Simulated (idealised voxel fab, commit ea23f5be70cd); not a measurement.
The process module presented herein is designated voxel gate over fins.
Pictured: cross-section cut, 290 nm wide, on a grid of 5 nm square cells.
For the purposes of this document, a cross-section shall be understood as a grid of square cells, specified as bands listed in top-to-bottom order, each band consisting of one or more rows of cells. Band: top and bottom heights (nm) first, top before bottom; then materials from left to right, widths in nm. "edge to edge" marks a sole material filling the band edge to edge. "air" denotes empty space. For the purposes of this specification, 0 denotes the height below which the wafer in its as-received condition is composed wholly of one material, and the lowermost band, lacking a lower limit, extends downward without end, as expressed in "from 0 down". Note: "30 to 40" means the width goes from the first number (top row of the band) to the second number (bottom row) in equal steps per row of cells. "no modification" after a step means that no cell of the cross-section changed. What "Entrapped void list" gives you is every empty space of 8 cells or more that is cut off from the top. Each appears as width x height at distance, with the distance taken from the left edge and width, height and distance all in nm. Step line, after settings: the simulator's comment on this step. overlay nm: right-of-plan distance of the mask on a masked step; negative values mean left-of-plan.

The steps planned for the process are as follows
1: RECEIVE, material Si
2: CONFORMAL_DEP, material SiN, thk nm 5
3: DIRECTIONAL_DEP, material aC, thk nm 15
4: PATTERN, tone cover, mask id FINS, material resist, width nm 15, pitch nm 60, thk nm 35, overlay nm 0
5: DIRECTIONAL_ETCH, etch materials aC, depth nm 15
6: STRIP, etch materials resist
7: DIRECTIONAL_ETCH, etch materials SiN, depth nm 5
8: DIRECTIONAL_ETCH, etch materials Si, depth nm 40
9: STRIP, etch materials aC
10: FILL_DEP, material SiO2, thk nm 15
11: CMP, height nm 5
12: PATTERN, tone open, mask id RAIL, material resist, width nm 15, thk nm 15, overlay nm 0
13: DIRECTIONAL_ETCH, etch materials SiO2, depth nm 40
14: STRIP, etch materials resist
15: CONFORMAL_DEP, material TiN, thk nm 5
16: FILL_DEP, material W, thk nm 5
17: CMP, height nm 5
18: SELECTIVE_ETCH, etch materials W Ru TiN, depth nm 20
19: FILL_DEP, material SiO2, thk nm 5
20: CMP, height nm 5
21: SELECTIVE_ETCH, etch materials SiO2, depth nm 15
22: STRIP, etch materials SiN
23: CONFORMAL_DEP, material HfO2, thk nm 5
24: CONFORMAL_DEP, material TiN, thk nm 5
25: FILL_DEP, material W, thk nm 15
26: CMP, height nm 20
27: CONFORMAL_DEP, material SiCN, thk nm 10

First of two wafers - as planned

Here's what the wafer looked like in cross-section when it arrived - that's after step 1
* from 0 down | Si edge to edge
* Entrapped void list: none

Cross-sectional representation of the wafer at the conclusion of step 2
* from 5 to 0 | SiN edge to edge
* Below 0 it's all the same as before, nothing changed down there.

Cross-sectional representation of the wafer at the conclusion of step 3
* from 20 to 5 | aC edge to edge
* Below 5 it's all the same as before, nothing changed down there.

Cross-sectional representation of the wafer at the conclusion of step 4
* from 55 to 20 | 45 of air | 15 of resist | 45 of air | 15 of resist | 45 of air | 15 of resist | 45 of air | 15 of resist | 50 of air
* Below 20 it's all the same as before, nothing changed down there.

Cross-sectional representation of the wafer at the conclusion of step 5
* from 40 to 20 | 45 of air | 15 of resist | 45 of air | 15 of resist | 45 of air | 15 of resist | 45 of air | 15 of resist | 50 of air
* from 20 to 5 | 45 of air | 15 of aC | 45 of air | 15 of aC | 45 of air | 15 of aC | 45 of air | 15 of aC | 50 of air
* Below 5 it's all the same as before, nothing changed down there.

Cross-sectional representation of the wafer at the conclusion of step 6
* from 20 to 5 | 45 of air | 15 of aC | 45 of air | 15 of aC | 45 of air | 15 of aC | 45 of air | 15 of aC | 50 of air
* Below 5 it's all the same as before, nothing changed down there.

Cross-sectional representation of the wafer at the conclusion of step 7
* from 20 to 5 | 45 of air | 15 of aC | 45 of air | 15 of aC | 45 of air | 15 of aC | 45 of air | 15 of aC | 50 of air
* from 5 to 0 | 45 of air | 15 of SiN | 45 of air | 15 of SiN | 45 of air | 15 of SiN | 45 of air | 15 of SiN | 50 of air
* Below 0 it's all the same as before, nothing changed down there.

Cross-sectional representation of the wafer at the conclusion of step 8
* from 20 to 5 | 45 of air | 15 of aC | 45 of air | 15 of aC | 45 of air | 15 of aC | 45 of air | 15 of aC | 50 of air
* from 5 to 0 | 45 of air | 15 of SiN | 45 of air | 15 of SiN | 45 of air | 15 of SiN | 45 of air | 15 of SiN | 50 of air
* from 0 to -40 | 45 of air | 15 of Si | 45 of air | 15 of Si | 45 of air | 15 of Si | 45 of air | 15 of Si | 50 of air
* Below -40 it's all the same as before, nothing changed down there.

Cross-sectional representation of the wafer at the conclusion of step 9
* from 5 to 0 | 45 of air | 15 of SiN | 45 of air | 15 of SiN | 45 of air | 15 of SiN | 45 of air | 15 of SiN | 50 of air
* Below 0 it's all the same as before, nothing changed down there.

Cross-sectional representation of the wafer at the conclusion of step 10
* from 20 to 5 | SiO2 edge to edge
* from 5 to 0 | 45 of SiO2 | 15 of SiN | 45 of SiO2 | 15 of SiN | 45 of SiO2 | 15 of SiN | 45 of SiO2 | 15 of SiN | 50 of SiO2
* from 0 to -40 | 45 of SiO2 | 15 of Si | 45 of SiO2 | 15 of Si | 45 of SiO2 | 15 of Si | 45 of SiO2 | 15 of Si | 50 of SiO2
* Below -40 it's all the same as before, nothing changed down there.

Cross-sectional representation of the wafer at the conclusion of step 11
* from 5 to 0 | 45 of SiO2 | 15 of SiN | 45 of SiO2 | 15 of SiN | 45 of SiO2 | 15 of SiN | 45 of SiO2 | 15 of SiN | 50 of SiO2
* Below 0 it's all the same as before, nothing changed down there.

Cross-sectional representation of the wafer at the conclusion of step 12
* from 20 to 5 | 75 of resist | 15 of air | 200 of resist
* Below 5 it's all the same as before, nothing changed down there.

Cross-sectional representation of the wafer at the conclusion of step 13
* from 20 to 5 | 75 of resist | 15 of air | 200 of resist
* from 5 to 0 | 45 of SiO2 | 15 of SiN | 15 of SiO2 | 15 of air | 15 of SiO2 | 15 of SiN | 45 of SiO2 | 15 of SiN | 45 of SiO2 | 15 of SiN | 50 of SiO2
* from 0 to -35 | 45 of SiO2 | 15 of Si | 15 of SiO2 | 15 of air | 15 of SiO2 | 15 of Si | 45 of SiO2 | 15 of Si | 45 of SiO2 | 15 of Si | 50 of SiO2
* Below -35 it's all the same as before, nothing changed down there.

Cross-sectional representation of the wafer at the conclusion of step 14
* from 5 to 0 | 45 of SiO2 | 15 of SiN | 15 of SiO2 | 15 of air | 15 of SiO2 | 15 of SiN | 45 of SiO2 | 15 of SiN | 45 of SiO2 | 15 of SiN | 50 of SiO2
* Below 0 it's all the same as before, nothing changed down there.

Cross-sectional representation of the wafer at the conclusion of step 15
* from 10 to 5 | 80 of TiN | 5 of air | 205 of TiN
* from 5 to 0 | 45 of SiO2 | 15 of SiN | 15 of SiO2 | 5 of TiN | 5 of air | 5 of TiN | 15 of SiO2 | 15 of SiN | 45 of SiO2 | 15 of SiN | 45 of SiO2 | 15 of SiN | 50 of SiO2
* from 0 to -30 | 45 of SiO2 | 15 of Si | 15 of SiO2 | 5 of TiN | 5 of air | 5 of TiN | 15 of SiO2 | 15 of Si | 45 of SiO2 | 15 of Si | 45 of SiO2 | 15 of Si | 50 of SiO2
* from -30 to -35 | 45 of SiO2 | 15 of Si | 15 of SiO2 | 15 of TiN | 15 of SiO2 | 15 of Si | 45 of SiO2 | 15 of Si | 45 of SiO2 | 15 of Si | 50 of SiO2
* Below -35 it's all the same as before, nothing changed down there.

Cross-sectional representation of the wafer at the conclusion of step 16
* from 15 to 10 | W edge to edge
* from 10 to 5 | 80 of TiN | 5 of W | 205 of TiN
* from 5 to 0 | 45 of SiO2 | 15 of SiN | 15 of SiO2 | 5 of TiN | 5 of W | 5 of TiN | 15 of SiO2 | 15 of SiN | 45 of SiO2 | 15 of SiN | 45 of SiO2 | 15 of SiN | 50 of SiO2
* from 0 to -30 | 45 of SiO2 | 15 of Si | 15 of SiO2 | 5 of TiN | 5 of W | 5 of TiN | 15 of SiO2 | 15 of Si | 45 of SiO2 | 15 of Si | 45 of SiO2 | 15 of Si | 50 of SiO2
* Below -30 it's all the same as before, nothing changed down there.

Cross-sectional representation of the wafer at the conclusion of step 17
* from 5 to 0 | 45 of SiO2 | 15 of SiN | 15 of SiO2 | 5 of TiN | 5 of W | 5 of TiN | 15 of SiO2 | 15 of SiN | 45 of SiO2 | 15 of SiN | 45 of SiO2 | 15 of SiN | 50 of SiO2
* Below 0 it's all the same as before, nothing changed down there.

Cross-sectional representation of the wafer at the conclusion of step 18
* from 5 to 0 | 45 of SiO2 | 15 of SiN | 15 of SiO2 | 15 of air | 15 of SiO2 | 15 of SiN | 45 of SiO2 | 15 of SiN | 45 of SiO2 | 15 of SiN | 50 of SiO2
* from 0 to -15 | 45 of SiO2 | 15 of Si | 15 of SiO2 | 15 of air | 15 of SiO2 | 15 of Si | 45 of SiO2 | 15 of Si | 45 of SiO2 | 15 of Si | 50 of SiO2
* Below -15 it's all the same as before, nothing changed down there.

Cross-sectional representation of the wafer at the conclusion of step 19
* from 10 to 5 | SiO2 edge to edge
* from 5 to 0 | 45 of SiO2 | 15 of SiN | 45 of SiO2 | 15 of SiN | 45 of SiO2 | 15 of SiN | 45 of SiO2 | 15 of SiN | 50 of SiO2
* from 0 to -15 | 45 of SiO2 | 15 of Si | 45 of SiO2 | 15 of Si | 45 of SiO2 | 15 of Si | 45 of SiO2 | 15 of Si | 50 of SiO2
* Below -15 it's all the same as before, nothing changed down there.

Cross-sectional representation of the wafer at the conclusion of step 20
* from 5 to 0 | 45 of SiO2 | 15 of SiN | 45 of SiO2 | 15 of SiN | 45 of SiO2 | 15 of SiN | 45 of SiO2 | 15 of SiN | 50 of SiO2
* Below 0 it's all the same as before, nothing changed down there.

Cross-sectional representation of the wafer at the conclusion of step 21
* from 5 to 0 | 45 of air | 15 of SiN | 45 of air | 15 of SiN | 45 of air | 15 of SiN | 45 of air | 15 of SiN | 50 of air
* from 0 to -10 | 45 of air | 15 of Si | 45 of air | 15 of Si | 45 of air | 15 of Si | 45 of air | 15 of Si | 50 of air
* Below -10 it's all the same as before, nothing changed down there.

Cross-sectional representation of the wafer at the conclusion of step 22
* from 0 to -10 | 45 of air | 15 of Si | 45 of air | 15 of Si | 45 of air | 15 of Si | 45 of air | 15 of Si | 50 of air
* Below -10 it's all the same as before, nothing changed down there.

Cross-sectional representation of the wafer at the conclusion of step 23
* from 5 to 0 | 40 of air | 25 of HfO2 | 35 of air | 25 of HfO2 | 35 of air | 25 of HfO2 | 35 of air | 25 of HfO2 | 45 of air
* from 0 to -5 | 40 of air | 5 of HfO2 | 15 of Si | 5 of HfO2 | 35 of air | 5 of HfO2 | 15 of Si | 5 of HfO2 | 35 of air | 5 of HfO2 | 15 of Si | 5 of HfO2 | 35 of air | 5 of HfO2 | 15 of Si | 5 of HfO2 | 45 of air
* from -5 to -10 | 45 of HfO2 | 15 of Si | 45 of HfO2 | 15 of Si | 45 of HfO2 | 15 of Si | 45 of HfO2 | 15 of Si | 50 of HfO2
* Below -10 it's all the same as before, nothing changed down there.

Cross-sectional representation of the wafer at the conclusion of step 24
* from 10 to 5 | 35 of air | 35 of TiN | 25 of air | 35 of TiN | 25 of air | 35 of TiN | 25 of air | 35 of TiN | 40 of air
* from 5 to 0 | 35 of air | 5 of TiN | 25 of HfO2 | 5 of TiN | 25 of air | 5 of TiN | 25 of HfO2 | 5 of TiN | 25 of air | 5 of TiN | 25 of HfO2 | 5 of TiN | 25 of air | 5 of TiN | 25 of HfO2 | 5 of TiN | 40 of air
* from 0 to -5 | 40 of TiN | 5 of HfO2 | 15 of Si | 5 of HfO2 | 35 of TiN | 5 of HfO2 | 15 of Si | 5 of HfO2 | 35 of TiN | 5 of HfO2 | 15 of Si | 5 of HfO2 | 35 of TiN | 5 of HfO2 | 15 of Si | 5 of HfO2 | 45 of TiN
* Below -5 it's all the same as before, nothing changed down there.

Cross-sectional representation of the wafer at the conclusion of step 25
* from 25 to 10 | W edge to edge
* from 10 to 5 | 35 of W | 35 of TiN | 25 of W | 35 of TiN | 25 of W | 35 of TiN | 25 of W | 35 of TiN | 40 of W
* from 5 to 0 | 35 of W | 5 of TiN | 25 of HfO2 | 5 of TiN | 25 of W | 5 of TiN | 25 of HfO2 | 5 of TiN | 25 of W | 5 of TiN | 25 of HfO2 | 5 of TiN | 25 of W | 5 of TiN | 25 of HfO2 | 5 of TiN | 40 of W
* Below 0 it's all the same as before, nothing changed down there.

Cross-sectional representation of the wafer at the conclusion of step 26
* from 20 to 10 | W edge to edge
* Below 10 it's all the same as before, nothing changed down there.

Cross-sectional representation of the wafer at the conclusion of step 27
* from 30 to 20 | SiCN edge to edge
* Below 20 it's all the same as before, nothing changed down there.

Here the second wafer is described. Its start and its plan were those of the first wafer. Its run contained one mistake. Up to and including step 7, it did exactly what the first wafer did

Second wafer shown in cross-section at the time step 8 was slated to end
* from 20 to 5 | 45 of air | 15 of aC | 45 of air | 15 of aC | 45 of air | 15 of aC | 45 of air | 15 of aC | 50 of air
* from 5 to 0 | 45 of air | 15 of SiN | 45 of air | 15 of SiN | 45 of air | 15 of SiN | 45 of air | 15 of SiN | 50 of air
* from 0 to -80 | 45 of air | 15 of Si | 45 of air | 15 of Si | 45 of air | 15 of Si | 45 of air | 15 of Si | 50 of air
* Below -80 it's all the same as before, nothing changed down there.

Second wafer shown in cross-section at the time step 9 was slated to end
* from 5 to 0 | 45 of air | 15 of SiN | 45 of air | 15 of SiN | 45 of air | 15 of SiN | 45 of air | 15 of SiN | 50 of air
* Below 0 it's all the same as before, nothing changed down there.

Second wafer shown in cross-section at the time step 10 was slated to end
* from 20 to 5 | SiO2 edge to edge
* from 5 to 0 | 45 of SiO2 | 15 of SiN | 45 of SiO2 | 15 of SiN | 45 of SiO2 | 15 of SiN | 45 of SiO2 | 15 of SiN | 50 of SiO2
* from 0 to -80 | 45 of SiO2 | 15 of Si | 45 of SiO2 | 15 of Si | 45 of SiO2 | 15 of Si | 45 of SiO2 | 15 of Si | 50 of SiO2
* Below -80 it's all the same as before, nothing changed down there.

Second wafer shown in cross-section at the time step 11 was slated to end
* from 5 to 0 | 45 of SiO2 | 15 of SiN | 45 of SiO2 | 15 of SiN | 45 of SiO2 | 15 of SiN | 45 of SiO2 | 15 of SiN | 50 of SiO2
* Below 0 it's all the same as before, nothing changed down there.

Second wafer shown in cross-section at the time step 12 was slated to end
* from 20 to 5 | 75 of resist | 15 of air | 200 of resist
* Below 5 it's all the same as before, nothing changed down there.

Second wafer shown in cross-section at the time step 13 was slated to end
* from 20 to 5 | 75 of resist | 15 of air | 200 of resist
* from 5 to 0 | 45 of SiO2 | 15 of SiN | 15 of SiO2 | 15 of air | 15 of SiO2 | 15 of SiN | 45 of SiO2 | 15 of SiN | 45 of SiO2 | 15 of SiN | 50 of SiO2
* from 0 to -35 | 45 of SiO2 | 15 of Si | 15 of SiO2 | 15 of air | 15 of SiO2 | 15 of Si | 45 of SiO2 | 15 of Si | 45 of SiO2 | 15 of Si | 50 of SiO2
* Below -35 it's all the same as before, nothing changed down there.

Second wafer shown in cross-section at the time step 14 was slated to end
* from 5 to 0 | 45 of SiO2 | 15 of SiN | 15 of SiO2 | 15 of air | 15 of SiO2 | 15 of SiN | 45 of SiO2 | 15 of SiN | 45 of SiO2 | 15 of SiN | 50 of SiO2
* Below 0 it's all the same as before, nothing changed down there.

Second wafer shown in cross-section at the time step 15 was slated to end
* from 10 to 5 | 80 of TiN | 5 of air | 205 of TiN
* from 5 to 0 | 45 of SiO2 | 15 of SiN | 15 of SiO2 | 5 of TiN | 5 of air | 5 of TiN | 15 of SiO2 | 15 of SiN | 45 of SiO2 | 15 of SiN | 45 of SiO2 | 15 of SiN | 50 of SiO2
* from 0 to -30 | 45 of SiO2 | 15 of Si | 15 of SiO2 | 5 of TiN | 5 of air | 5 of TiN | 15 of SiO2 | 15 of Si | 45 of SiO2 | 15 of Si | 45 of SiO2 | 15 of Si | 50 of SiO2
* from -30 to -35 | 45 of SiO2 | 15 of Si | 15 of SiO2 | 15 of TiN | 15 of SiO2 | 15 of Si | 45 of SiO2 | 15 of Si | 45 of SiO2 | 15 of Si | 50 of SiO2
* Below -35 it's all the same as before, nothing changed down there.

Second wafer shown in cross-section at the time step 16 was slated to end
* from 15 to 10 | W edge to edge
* from 10 to 5 | 80 of TiN | 5 of W | 205 of TiN
* from 5 to 0 | 45 of SiO2 | 15 of SiN | 15 of SiO2 | 5 of TiN | 5 of W | 5 of TiN | 15 of SiO2 | 15 of SiN | 45 of SiO2 | 15 of SiN | 45 of SiO2 | 15 of SiN | 50 of SiO2
* from 0 to -30 | 45 of SiO2 | 15 of Si | 15 of SiO2 | 5 of TiN | 5 of W | 5 of TiN | 15 of SiO2 | 15 of Si | 45 of SiO2 | 15 of Si | 45 of SiO2 | 15 of Si | 50 of SiO2
* Below -30 it's all the same as before, nothing changed down there.

Second wafer shown in cross-section at the time step 17 was slated to end
* from 5 to 0 | 45 of SiO2 | 15 of SiN | 15 of SiO2 | 5 of TiN | 5 of W | 5 of TiN | 15 of SiO2 | 15 of SiN | 45 of SiO2 | 15 of SiN | 45 of SiO2 | 15 of SiN | 50 of SiO2
* Below 0 it's all the same as before, nothing changed down there.

Second wafer shown in cross-section at the time step 18 was slated to end
* from 5 to 0 | 45 of SiO2 | 15 of SiN | 15 of SiO2 | 15 of air | 15 of SiO2 | 15 of SiN | 45 of SiO2 | 15 of SiN | 45 of SiO2 | 15 of SiN | 50 of SiO2
* from 0 to -15 | 45 of SiO2 | 15 of Si | 15 of SiO2 | 15 of air | 15 of SiO2 | 15 of Si | 45 of SiO2 | 15 of Si | 45 of SiO2 | 15 of Si | 50 of SiO2
* Below -15 it's all the same as before, nothing changed down there.

Second wafer shown in cross-section at the time step 19 was slated to end
* from 10 to 5 | SiO2 edge to edge
* from 5 to 0 | 45 of SiO2 | 15 of SiN | 45 of SiO2 | 15 of SiN | 45 of SiO2 | 15 of SiN | 45 of SiO2 | 15 of SiN | 50 of SiO2
* from 0 to -15 | 45 of SiO2 | 15 of Si | 45 of SiO2 | 15 of Si | 45 of SiO2 | 15 of Si | 45 of SiO2 | 15 of Si | 50 of SiO2
* Below -15 it's all the same as before, nothing changed down there.

Second wafer shown in cross-section at the time step 20 was slated to end
* from 5 to 0 | 45 of SiO2 | 15 of SiN | 45 of SiO2 | 15 of SiN | 45 of SiO2 | 15 of SiN | 45 of SiO2 | 15 of SiN | 50 of SiO2
* Below 0 it's all the same as before, nothing changed down there.

Second wafer shown in cross-section at the time step 21 was slated to end
* from 5 to 0 | 45 of air | 15 of SiN | 45 of air | 15 of SiN | 45 of air | 15 of SiN | 45 of air | 15 of SiN | 50 of air
* from 0 to -10 | 45 of air | 15 of Si | 45 of air | 15 of Si | 45 of air | 15 of Si | 45 of air | 15 of Si | 50 of air
* Below -10 it's all the same as before, nothing changed down there.

Second wafer shown in cross-section at the time step 22 was slated to end
* from 0 to -10 | 45 of air | 15 of Si | 45 of air | 15 of Si | 45 of air | 15 of Si | 45 of air | 15 of Si | 50 of air
* Below -10 it's all the same as before, nothing changed down there.

Second wafer shown in cross-section at the time step 23 was slated to end
* from 5 to 0 | 40 of air | 25 of HfO2 | 35 of air | 25 of HfO2 | 35 of air | 25 of HfO2 | 35 of air | 25 of HfO2 | 45 of air
* from 0 to -5 | 40 of air | 5 of HfO2 | 15 of Si | 5 of HfO2 | 35 of air | 5 of HfO2 | 15 of Si | 5 of HfO2 | 35 of air | 5 of HfO2 | 15 of Si | 5 of HfO2 | 35 of air | 5 of HfO2 | 15 of Si | 5 of HfO2 | 45 of air
* from -5 to -10 | 45 of HfO2 | 15 of Si | 45 of HfO2 | 15 of Si | 45 of HfO2 | 15 of Si | 45 of HfO2 | 15 of Si | 50 of HfO2
* Below -10 it's all the same as before, nothing changed down there.

Second wafer shown in cross-section at the time step 24 was slated to end
* from 10 to 5 | 35 of air | 35 of TiN | 25 of air | 35 of TiN | 25 of air | 35 of TiN | 25 of air | 35 of TiN | 40 of air
* from 5 to 0 | 35 of air | 5 of TiN | 25 of HfO2 | 5 of TiN | 25 of air | 5 of TiN | 25 of HfO2 | 5 of TiN | 25 of air | 5 of TiN | 25 of HfO2 | 5 of TiN | 25 of air | 5 of TiN | 25 of HfO2 | 5 of TiN | 40 of air
* from 0 to -5 | 40 of TiN | 5 of HfO2 | 15 of Si | 5 of HfO2 | 35 of TiN | 5 of HfO2 | 15 of Si | 5 of HfO2 | 35 of TiN | 5 of HfO2 | 15 of Si | 5 of HfO2 | 35 of TiN | 5 of HfO2 | 15 of Si | 5 of HfO2 | 45 of TiN
* Below -5 it's all the same as before, nothing changed down there.

Second wafer shown in cross-section at the time step 25 was slated to end
* from 25 to 10 | W edge to edge
* from 10 to 5 | 35 of W | 35 of TiN | 25 of W | 35 of TiN | 25 of W | 35 of TiN | 25 of W | 35 of TiN | 40 of W
* from 5 to 0 | 35 of W | 5 of TiN | 25 of HfO2 | 5 of TiN | 25 of W | 5 of TiN | 25 of HfO2 | 5 of TiN | 25 of W | 5 of TiN | 25 of HfO2 | 5 of TiN | 25 of W | 5 of TiN | 25 of HfO2 | 5 of TiN | 40 of W
* Below 0 it's all the same as before, nothing changed down there.

Second wafer shown in cross-section at the time step 26 was slated to end
* from 20 to 10 | W edge to edge
* Below 10 it's all the same as before, nothing changed down there.

Second wafer shown in cross-section at the time step 27 was slated to end
* from 30 to 20 | SiCN edge to edge
* Below 20 it's all the same as before, nothing changed down there.
Which mistake was made when the wafer was run? step 8 in the plan was executed twice
Final wafer comparison in cells, second versus first, more or fewer per material: 368 fewer of Si; 368 more of SiO2
